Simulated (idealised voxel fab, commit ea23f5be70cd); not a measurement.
Presented below is a process module, voxel self aligned vias.
This is section cut - it's 280 nm across, gridded in 5 nm square cells.
When this document writes out a cross-section, it uses a grid of square cells and lists it as bands, beginning at the top and moving down, with a band standing for one or more rows of cells. Within each band entry, the heights of the top and of the bottom of the band appear first, in that order and in nm; the materials of the band then follow from left to right, each with its corresponding width in nm. The designation "edge to edge" on a single material indicates that it fills the band from edge to edge; the designation "air" indicates empty space. Convention: height 0 is the level below which the wafer, as received, is all one material. The lowest band does not terminate at the bottom but continues downward, represented as "z 0 and below". A width such as "30->40" changes by the same amount from each row of cells to the next, from the band's top row to its bottom row. "identical to before" (step): cross-section cells unchanged, all of them. So "Catalogued sealed voids" is basically the list of trapped voids: any empty space of 8 cells or more that can't reach the top through an opening. They're written width x height at distance, the distance being from the left edge, and it's all nm. On a step's line, text after the settings is the simulator commenting on that step. The "overlay nm" setting may appear on a step's line; for a step that uses a mask, it gives how far to the right of its planned position the mask lay, and a negative value indicates the left.

**Planned step list for the process**
- 1: RECEIVE (material Si)
- 2: CONFORMAL_DEP (material SiO2; thk nm 10)
- 3: CONFORMAL_DEP (material SiCN; thk nm 5)
- 4: DIRECTIONAL_DEP (material lowk; thk nm 30)
- 5: DIRECTIONAL_DEP (material aC; thk nm 15)
- 6: PATTERN (tone open; mask id LINES; material resist; width nm 30; pitch nm 65; thk nm 35; overlay nm 0)
- 7: DIRECTIONAL_ETCH (etch materials aC; depth nm 15)
- 8: STRIP (etch materials resist)
- 9: DIRECTIONAL_ETCH (etch materials lowk; depth nm 30)
- 10: STRIP (etch materials aC)
- 11: CONFORMAL_DEP (material TiN; thk nm 5)
- 12: FILL_DEP (material W; thk nm 10)
- 13: CMP (height nm 45)
- 14: SELECTIVE_ETCH (etch materials W Ru TiN; depth nm 10)
- 15: FILL_DEP (material SiN; thk nm 5)
- 16: CMP (height nm 45)
- 17: DIRECTIONAL_DEP (material lowk; thk nm 20)
- 18: MASKED_ETCH (tone open; mask id VIAS; width nm 50; pitch nm 65; etch materials lowk; depth nm 20; overlay nm 0)
- 19: MASKED_ETCH (tone open; mask id VIAS; width nm 50; pitch nm 65; etch materials SiN; depth nm 10; overlay nm 0)
- 20: CONFORMAL_DEP (material TiN; thk nm 5)
- 21: FILL_DEP (material Ru; thk nm 10)
- 22: CMP (height nm 65)
- 23: CONFORMAL_DEP (material SiN; thk nm 5)

**On the first of the two wafers: run conducted according to plan**

**Incoming wafer in cross-section (state: after step 1)**
    z 0 and below = Si edge to edge
    Catalogued sealed voids: none

**State of the wafer after step 2, shown in cross-section**
    z 10 to 0 = SiO2 edge to edge
    All layers under 0 are left as they were.

**State of the wafer after step 3, shown in cross-section**
    z 15 to 10 = SiCN edge to edge
    All layers under 10 are left as they were.

**State of the wafer after step 4, shown in cross-section**
    z 45 to 15 = lowk edge to edge
    All layers under 15 are left as they were.

**State of the wafer after step 5, shown in cross-section**
    z 60 to 45 = aC edge to edge
    All layers under 45 are left as they were.

**State of the wafer after step 6, shown in cross-section**
    z 95 to 60 = resist 60, air 30, resist 35, air 30, resist 35, air 30, resist 60
    All layers under 60 are left as they were.

**State of the wafer after step 7, shown in cross-section**
    z 80 to 60 = resist 60, air 30, resist 35, air 30, resist 35, air 30, resist 60
    z 60 to 45 = aC 60, air 30, aC 35, air 30, aC 35, air 30, aC 60
    All layers under 45 are left as they were.

**State of the wafer after step 8, shown in cross-section**
    z 60 to 45 = aC 60, air 30, aC 35, air 30, aC 35, air 30, aC 60
    All layers under 45 are left as they were.

**State of the wafer after step 9, shown in cross-section**
    z 60 to 45 = aC 60, air 30, aC 35, air 30, aC 35, air 30, aC 60
    z 45 to 15 = lowk 60, air 30, lowk 35, air 30, lowk 35, air 30, lowk 60
    All layers under 15 are left as they were.

**State of the wafer after step 10, shown in cross-section**
    z 45 to 15 = lowk 60, air 30, lowk 35, air 30, lowk 35, air 30, lowk 60
    All layers under 15 are left as they were.

**State of the wafer after step 11, shown in cross-section**
    z 50 to 45 = TiN 65, air 20, TiN 45, air 20, TiN 45, air 20, TiN 65
    z 45 to 20 = lowk 60, TiN 5, air 20, TiN 5, lowk 35, TiN 5, air 20, TiN 5, lowk 35, TiN 5, air 20, TiN 5, lowk 60
    z 20 to 15 = lowk 60, TiN 30, lowk 35, TiN 30, lowk 35, TiN 30, lowk 60
    All layers under 15 are left as they were.

**State of the wafer after step 12, shown in cross-section**
    z 60 to 50 = W edge to edge
    z 50 to 45 = TiN 65, W 20, TiN 45, W 20, TiN 45, W 20, TiN 65
    z 45 to 20 = lowk 60, TiN 5, W 20, TiN 5, lowk 35, TiN 5, W 20, TiN 5, lowk 35, TiN 5, W 20, TiN 5, lowk 60
    All layers under 20 are left as they were.

**State of the wafer after step 13, shown in cross-section**
    z 45 to 20 = lowk 60, TiN 5, W 20, TiN 5, lowk 35, TiN 5, W 20, TiN 5, lowk 35, TiN 5, W 20, TiN 5, lowk 60
    All layers under 20 are left as they were.

**State of the wafer after step 14, shown in cross-section**
    z 45 to 35 = lowk 60, air 30, lowk 35, air 30, lowk 35, air 30, lowk 60
    All layers under 35 are left as they were.

**State of the wafer after step 15, shown in cross-section**
    z 50 to 45 = SiN edge to edge
    z 45 to 35 = lowk 60, SiN 30, lowk 35, SiN 30, lowk 35, SiN 30, lowk 60
    All layers under 35 are left as they were.

**State of the wafer after step 16, shown in cross-section**
    z 45 to 35 = lowk 60, SiN 30, lowk 35, SiN 30, lowk 35, SiN 30, lowk 60
    All layers under 35 are left as they were.

**State of the wafer after step 17, shown in cross-section**
    z 65 to 45 = lowk edge to edge
    All layers under 45 are left as they were.

**State of the wafer after step 18, shown in cross-section**
    z 65 to 45 = lowk 50, air 50, lowk 15, air 50, lowk 15, air 50, lowk 50
    All layers under 45 are left as they were.

**State of the wafer after step 19, shown in cross-section**
    z 65 to 45 = lowk 50, air 50, lowk 15, air 50, lowk 15, air 50, lowk 50
    z 45 to 35 = lowk 60, air 30, lowk 35, air 30, lowk 35, air 30, lowk 60
    All layers under 35 are left as they were.

**State of the wafer after step 20, shown in cross-section**
    z 70 to 65 = TiN 55, air 40, TiN 25, air 40, TiN 25, air 40, TiN 55
    z 65 to 50 = lowk 50, TiN 5, air 40, TiN 5, lowk 15, TiN 5, air 40, TiN 5, lowk 15, TiN 5, air 40, TiN 5, lowk 50
    z 50 to 40 = lowk 50->60, TiN 15->5, air 20, TiN 15->5, lowk 15->35, TiN 15->5, air 20, TiN 15->5, lowk 15->35, TiN 15->5, air 20, TiN 15->5, lowk 50->60
    z 40 to 35 = lowk 60, TiN 30, lowk 35, TiN 30, lowk 35, TiN 30, lowk 60
    All layers under 35 are left as they were.

**State of the wafer after step 21, shown in cross-section**
    z 80 to 70 = Ru edge to edge
    z 70 to 65 = TiN 55, Ru 40, TiN 25, Ru 40, TiN 25, Ru 40, TiN 55
    z 65 to 50 = lowk 50, TiN 5, Ru 40, TiN 5, lowk 15, TiN 5, Ru 40, TiN 5, lowk 15, TiN 5, Ru 40, TiN 5, lowk 50
    z 50 to 40 = lowk 50->60, TiN 15->5, Ru 20, TiN 15->5, lowk 15->35, TiN 15->5, Ru 20, TiN 15->5, lowk 15->35, TiN 15->5, Ru 20, TiN 15->5, lowk 50->60
    All layers under 40 are left as they were.

**State of the wafer after step 22, shown in cross-section**
    z 65 to 50 = lowk 50, TiN 5, Ru 40, TiN 5, lowk 15, TiN 5, Ru 40, TiN 5, lowk 15, TiN 5, Ru 40, TiN 5, lowk 50
    All layers under 50 are left as they were.

**State of the wafer after step 23, shown in cross-section**
    z 70 to 65 = SiN edge to edge
    All layers under 65 are left as they were.

**Wafer two. Same start, same plan, one slip in execution. Same as wafer one through step 5, inclusive**

**Second wafer, sectioned view, at step 6's planned end time**
    z 95 to 60 = resist 60, air 35, resist 30, air 35, resist 30, air 35, resist 55
    All layers under 60 are left as they were.

**Second wafer, sectioned view, at step 7's planned end time**
    z 80 to 60 = resist 60, air 35, resist 30, air 35, resist 30, air 35, resist 55
    z 60 to 45 = aC 60, air 35, aC 30, air 35, aC 30, air 35, aC 55
    All layers under 45 are left as they were.

**Second wafer, sectioned view, at step 8's planned end time**
    z 60 to 45 = aC 60, air 35, aC 30, air 35, aC 30, air 35, aC 55
    All layers under 45 are left as they were.

**Second wafer, sectioned view, at step 9's planned end time**
    z 60 to 45 = aC 60, air 35, aC 30, air 35, aC 30, air 35, aC 55
    z 45 to 15 = lowk 60, air 35, lowk 30, air 35, lowk 30, air 35, lowk 55
    All layers under 15 are left as they were.

**Second wafer, sectioned view, at step 10's planned end time**
    z 45 to 15 = lowk 60, air 35, lowk 30, air 35, lowk 30, air 35, lowk 55
    All layers under 15 are left as they were.

**Second wafer, sectioned view, at step 11's planned end time**
    z 50 to 45 = TiN 65, air 25, TiN 40, air 25, TiN 40, air 25, TiN 60
    z 45 to 20 = lowk 60, TiN 5, air 25, TiN 5, lowk 30, TiN 5, air 25, TiN 5, lowk 30, TiN 5, air 25, TiN 5, lowk 55
    z 20 to 15 = lowk 60, TiN 35, lowk 30, TiN 35, lowk 30, TiN 35, lowk 55
    All layers under 15 are left as they were.

**Second wafer, sectioned view, at step 12's planned end time**
    z 60 to 50 = W edge to edge
    z 50 to 45 = TiN 65, W 25, TiN 40, W 25, TiN 40, W 25, TiN 60
    z 45 to 20 = lowk 60, TiN 5, W 25, TiN 5, lowk 30, TiN 5, W 25, TiN 5, lowk 30, TiN 5, W 25, TiN 5, lowk 55
    All layers under 20 are left as they were.

**Second wafer, sectioned view, at step 13's planned end time**
    z 45 to 20 = lowk 60, TiN 5, W 25, TiN 5, lowk 30, TiN 5, W 25, TiN 5, lowk 30, TiN 5, W 25, TiN 5, lowk 55
    All layers under 20 are left as they were.

**Second wafer, sectioned view, at step 14's planned end time**
    z 45 to 35 = lowk 60, air 35, lowk 30, air 35, lowk 30, air 35, lowk 55
    All layers under 35 are left as they were.

**Second wafer, sectioned view, at step 15's planned end time**
    z 50 to 45 = SiN edge to edge
    z 45 to 35 = lowk 60, SiN 35, lowk 30, SiN 35, lowk 30, SiN 35, lowk 55
    All layers under 35 are left as they were.

**Second wafer, sectioned view, at step 16's planned end time**
    z 45 to 35 = lowk 60, SiN 35, lowk 30, SiN 35, lowk 30, SiN 35, lowk 55
    All layers under 35 are left as they were.

**Second wafer, sectioned view, at step 17's planned end time**
    z 65 to 45 = lowk edge to edge
    All layers under 45 are left as they were.

**Second wafer, sectioned view, at step 18's planned end time**
    z 65 to 45 = lowk 50, air 50, lowk 15, air 50, lowk 15, air 50, lowk 50
    All layers under 45 are left as they were.

**Second wafer, sectioned view, at step 19's planned end time**
    z 65 to 45 = lowk 50, air 50, lowk 15, air 50, lowk 15, air 50, lowk 50
    z 45 to 35 = lowk 60, air 35, lowk 30, air 35, lowk 30, air 35, lowk 55
    All layers under 35 are left as they were.

**Second wafer, sectioned view, at step 20's planned end time**
    z 70 to 65 = TiN 55, air 40, TiN 25, air 40, TiN 25, air 40, TiN 55
    z 65 to 50 = lowk 50, TiN 5, air 40, TiN 5, lowk 15, TiN 5, air 40, TiN 5, lowk 15, TiN 5, air 40, TiN 5, lowk 50
    z 50 to 40 = lowk 50->60, TiN 15->5, air 25, TiN 10->5, lowk 15->30, TiN 15->5, air 25, TiN 10->5, lowk 15->30, TiN 15->5, air 25, TiN 10->5, lowk 50->55
    z 40 to 35 = lowk 60, TiN 35, lowk 30, TiN 35, lowk 30, TiN 35, lowk 55
    All layers under 35 are left as they were.

**Second wafer, sectioned view, at step 21's planned end time**
    z 80 to 70 = Ru edge to edge
    z 70 to 65 = TiN 55, Ru 40, TiN 25, Ru 40, TiN 25, Ru 40, TiN 55
    z 65 to 50 = lowk 50, TiN 5, Ru 40, TiN 5, lowk 15, TiN 5, Ru 40, TiN 5, lowk 15, TiN 5, Ru 40, TiN 5, lowk 50
    z 50 to 40 = lowk 50->60, TiN 15->5, Ru 25, TiN 10->5, lowk 15->30, TiN 15->5, Ru 25, TiN 10->5, lowk 15->30, TiN 15->5, Ru 25, TiN 10->5, lowk 50->55
    All layers under 40 are left as they were.

**Second wafer, sectioned view, at step 22's planned end time**
    z 65 to 50 = lowk 50, TiN 5, Ru 40, TiN 5, lowk 15, TiN 5, Ru 40, TiN 5, lowk 15, TiN 5, Ru 40, TiN 5, lowk 50
    All layers under 50 are left as they were.

**Second wafer, sectioned view, at step 23's planned end time**
    z 70 to 65 = SiN edge to edge
    All layers under 65 are left as they were.
what went wrong: in deviation from the planned setting, step 6 was conducted as PATTERN (tone open; mask id LINES; material resist; width nm 35; pitch nm 65; thk nm 35; overlay nm 0)
Materials where the second wafer ends with more or fewer cells than the first: Ru +6; TiN +3; W +9; lowk -18
